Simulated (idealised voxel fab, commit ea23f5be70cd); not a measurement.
The process module presented herein is designated voxel transistor to metal.
This is section cut - it's 165 nm across, gridded in 5 nm square cells.
If you're reading a cross-section in this doc, picture square cells in a grid; it comes to you as bands, top ones listed first down to the bottom, and a band can be one or more rows of cells.
The entry gives the band's vertical extent as a top height and a bottom height in nm, then its horizontal make-up as materials from left to right, each with a width in nm. "blank" stands for empty space; a single material marked "everywhere" fills the band edge to edge.
Height datum 0, below which the as-received substrate wafer is one material. Lowest band open at the bottom, running downward: "0 nm and below".
The width entry "30->40" should be interpreted row by row: the top row of cells in the band takes the first number, the bottom row takes the second number, and the change between adjacent rows is uniform throughout.
Where the words "remains unaltered" appear for a step, the cross-section shows no cell changed by that step; every cell remained as before.
Voids not open to the top, 8 cells minimum: see "Entrapped voids". Written width x height at distance; distance is from the left edge; nm.
The remark found on a step's line after its settings is issued by the simulator itself and pertains to that step.
For masked steps, "overlay nm" on the step line gives how far right of plan the mask actually lay; a minus sign means it lay to the left.

[Intended process steps]
1. op RECEIVE | material Si
2. op OXIDIZE | depth nm 5
3. op CONFORMAL_DEP | material SiN | thk nm 15
4. op DIRECTIONAL_DEP | material aC | thk nm 10
5. op PATTERN | tone cover | mask id ACTIVE | material resist | width nm 115 | thk nm 25 | overlay nm 0
6. op DIRECTIONAL_ETCH | etch materials aC | depth nm 10
7. op STRIP | etch materials resist
8. op DIRECTIONAL_ETCH | etch materials SiN | depth nm 15
9. op DIRECTIONAL_ETCH | etch materials SiO2 | depth nm 5
10. op DIRECTIONAL_ETCH | etch materials Si | depth nm 25
11. op STRIP | etch materials aC
12. op OXIDIZE | depth nm 5
13. op FILL_DEP | material SiO2 | thk nm 15
14. op CMP | height nm 15
15. op SELECTIVE_ETCH | etch materials SiO2 | depth nm 5
16. op STRIP | etch materials SiN
17. op SELECTIVE_ETCH | etch materials SiO2 | depth nm 5
18. op OXIDIZE | depth nm 5
19. op DIRECTIONAL_DEP | material polySi | thk nm 25
20. op DIRECTIONAL_DEP | material SiCN | thk nm 15
21. op PATTERN | tone cover | mask id GATE | material resist | width nm 35 | thk nm 20 | overlay nm 0
22. op DIRECTIONAL_ETCH | etch materials SiCN | depth nm 25
23. op DIRECTIONAL_ETCH | etch materials polySi | depth nm 35
24. op STRIP | etch materials resist
25. op CONFORMAL_DEP | material SiN | thk nm 5
26. op DIRECTIONAL_ETCH | etch materials SiN | depth nm 5
27. op DIRECTIONAL_ETCH | etch materials SiO2 | depth nm 5
28. op DIRECTIONAL_ETCH | etch materials Si | depth nm 15
29. op EPI | material pSi | thk nm 15
30. op FILL_DEP | material SiO2 | thk nm 10
31. op CMP | height nm 20
32. op STRIP | etch materials polySi
33. op SELECTIVE_ETCH | etch materials SiO2 | depth nm 5
34. op CONFORMAL_DEP | material HfO2 | thk nm 5
35. op CONFORMAL_DEP | material TiN | thk nm 5
36. op FILL_DEP | material W | thk nm 5
37. op CMP | height nm 15
38. op DIRECTIONAL_DEP | material SiO2 | thk nm 15
39. op DIRECTIONAL_DEP | material aC | thk nm 15
40. op PATTERN | tone open | mask id CONTACT | material resist | width nm 15 | pitch nm 80 | thk nm 35 | overlay nm 0
41. op DIRECTIONAL_ETCH | etch materials aC | depth nm 15
42. op STRIP | etch materials resist
43. op DIRECTIONAL_ETCH | etch materials SiO2 | depth nm 40
44. op STRIP | etch materials aC
45. op CONFORMAL_DEP | material TiN | thk nm 5
46. op FILL_DEP | material W | thk nm 10
47. op CMP | height nm 30
48. op CONFORMAL_DEP | material SiCN | thk nm 5
49. op DIRECTIONAL_DEP | material lowk | thk nm 20
50. op PATTERN | tone open | mask id METAL_1 | material resist | width nm 15 | pitch nm 80 | thk nm 15 | overlay nm 0
51. op DIRECTIONAL_ETCH | etch materials lowk | depth nm 20
52. op DIRECTIONAL_ETCH | etch materials SiCN | depth nm 5
53. op STRIP | etch materials resist
54. op CONFORMAL_DEP | material TiN | thk nm 5
55. op FILL_DEP | material Cu | thk nm 5
56. op CMP | height nm 55
57. op CONFORMAL_DEP | material SiCN | thk nm 5
58. op DIRECTIONAL_DEP | material SiO2 | thk nm 35
59. op PATTERN | tone open | mask id METAL_2 | material resist | width nm 15 | pitch nm 80 | thk nm 20 | overlay nm 0
60. op DIRECTIONAL_ETCH | etch materials SiO2 | depth nm 20
61. op STRIP | etch materials resist
62. op MASKED_ETCH | tone open | mask id METAL_2_HOLES | width nm 15 | pitch nm 80 | etch materials SiO2 | depth nm 15 | overlay nm 0
63. op MASKED_ETCH | tone open | mask id METAL_2_HOLES | width nm 15 | pitch nm 80 | etch materials SiCN | depth nm 5 | overlay nm 0
64. op CONFORMAL_DEP | material TiN | thk nm 5
65. op FILL_DEP | material Ru | thk nm 10
66. op CMP | height nm 95
67. op CONFORMAL_DEP | material SiCN | thk nm 5

[The cross-section here shows the wafer as received, i.e. in its state after step 1]
* 0 nm and below | Si everywhere
* Entrapped voids: none

[One mistake in running the module, otherwise start and plan as above: cross-section at the end]
* 100 nm to 95 nm | SiCN everywhere
* 95 nm to 60 nm | SiO2: 35, then TiN: 5, then Ru: 5, then TiN: 5, then SiO2: 65, then TiN: 5, then Ru: 5, then TiN: 5, then SiO2: 35
* 60 nm to 55 nm | SiCN: 35, then TiN: 15, then SiCN: 65, then TiN: 15, then SiCN: 35
* 55 nm to 35 nm | lowk: 35, then TiN: 5, then Cu: 5, then TiN: 5, then lowk: 65, then TiN: 5, then Cu: 5, then TiN: 5, then lowk: 35
* 35 nm to 30 nm | SiCN: 35, then TiN: 15, then SiCN: 65, then TiN: 15, then SiCN: 35
* 30 nm to 15 nm | SiO2: 35, then TiN: 5, then W: 5, then TiN: 5, then SiO2: 65, then TiN: 5, then W: 5, then TiN: 5, then SiO2: 35
* 15 nm to 10 nm | SiO2: 35, then TiN: 5, then W: 5, then TiN: 5, then SiO2: 10, then SiN: 5, then HfO2: 5, then TiN: 5, then W: 15, then TiN: 5, then HfO2: 5, then SiN: 5, then SiO2: 10, then TiN: 5, then W: 5, then TiN: 5, then SiO2: 35
* 10 nm to 5 nm | SiO2: 35, then TiN: 15, then SiO2: 10, then SiN: 5, then HfO2: 5, then TiN: 5, then W: 15, then TiN: 5, then HfO2: 5, then SiN: 5, then SiO2: 10, then TiN: 15, then SiO2: 35
* 5 nm to 0 nm | SiO2: 25, then SiN: 5, then SiO2: 5, then TiN: 10, then pSi: 15, then SiN: 5, then HfO2: 5, then TiN: 5, then W: 15, then TiN: 5, then HfO2: 5, then SiN: 5, then pSi: 15, then TiN: 10, then SiO2: 10, then SiN: 5, then SiO2: 20
* 0 nm to -5 nm | SiO2: 25, then SiN: 5, then SiO2: 5, then TiN: 10, then pSi: 15, then SiN: 5, then HfO2: 5, then TiN: 25, then HfO2: 5, then SiN: 5, then pSi: 15, then TiN: 10, then SiO2: 10, then SiN: 5, then SiO2: 20
* -5 nm to -10 nm | SiO2: 35, then TiN: 10, then pSi: 15, then HfO2: 45, then pSi: 15, then TiN: 10, then SiO2: 35
* -10 nm to -25 nm | SiO2: 35, then pSi: 25, then Si: 45, then pSi: 30, then SiO2: 30
* -25 nm to -35 nm | SiO2: 35, then Si: 100, then SiO2: 30
* -35 nm and below | Si everywhere
* Entrapped voids: none
Diagnosis: step 5 changed vs plan, executed as op PATTERN | tone cover | mask id ACTIVE | material resist | width nm 110 | thk nm 25 | overlay nm 0
